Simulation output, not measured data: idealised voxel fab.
This section sets out a process module, namely voxel gate over fins.
Square cells of 5 nm make up the cross-section cut, whose width is 255 nm.
Square cells in a grid make up a cross-section in this document, and the grid is given as bands, listed from the top down, each one or more rows of cells.
Per band: top height and bottom height in nm, followed by the left-to-right materials and their widths in nm; "full width" marks a single material spanning edge to edge, "empty" marks empty space.
Height datum 0, below which the as-received substrate wafer is one material. Lowest band open at the bottom, running downward: "from 0 down".
The width entry "30..40" should be interpreted row by row: the top row of cells in the band takes the first number, the bottom row takes the second number, and the change between adjacent rows is uniform throughout.
"left unchanged", as given for a step, is the statement that not any cell of the cross-section underwent a change during that step.
"Trapped void list" contains a list of empty spaces, each no smaller than 8 cells and without an open way to the top, written in the form width x height at distance with the distance from the left edge and all three in nm.
If you see something after the settings on a step's line, that's the simulator's own remark about that step.
"overlay nm" on a masked step: distance the mask lay right of its planned place, negative for left.
[The planned process steps are enumerated hereunder]
1,RECEIVE with material Si
2,CONFORMAL_DEP with material SiN, thk nm 10
3,PATTERN with tone cover, mask id FINS, material resist, width nm 15, pitch nm 35, thk nm 15, overlay nm 0
4,DIRECTIONAL_ETCH with etch materials SiN, depth nm 5
5,DIRECTIONAL_ETCH with etch materials Si, depth nm 30
6,STRIP with etch materials resist
7,OXIDIZE with depth nm 5
8,FILL_DEP with material SiO2, thk nm 10
9,CMP with height nm 10
10,SELECTIVE_ETCH with etch materials SiO2, depth nm 20
11,STRIP with etch materials SiN
12,CONFORMAL_DEP with material HfO2, thk nm 5
13,CONFORMAL_DEP with material TiN, thk nm 5
14,FILL_DEP with material W, thk nm 10
15,CMP with height nm 15
16,CONFORMAL_DEP with material SiCN, thk nm 5
Wafers differ in depth nm at step 4; plan lists the first wafer's value; identical starting state.
[Cross-section, first of several wafers, as delivered after step 1]
* from 0 down = Si full width
* Trapped void list: none
[Below, a row for every wafer. Read it as the end-of-module picture: for each material the wafer shows its cells gained (+) or lost (-) since it was received, and then its closed voids]
depth nm 5, +51 HfO2, +51 SiCN, +51 TiN, +51 W, Trapped void list: none
depth nm 10, +63 HfO2, -336 Si, +51 SiCN, +240 SiO2, +63 TiN, +123 W, Trapped void list: none
depth nm 15, +63 HfO2, -336 Si, +51 SiCN, +240 SiO2, +63 TiN, +123 W, Trapped void list: none
depth nm 20, +63 HfO2, -336 Si, +51 SiCN, +240 SiO2, +63 TiN, +123 W, Trapped void list: none
depth nm 25, +63 HfO2, -336 Si, +51 SiCN, +240 SiO2, +63 TiN, +123 W, Trapped void list: none
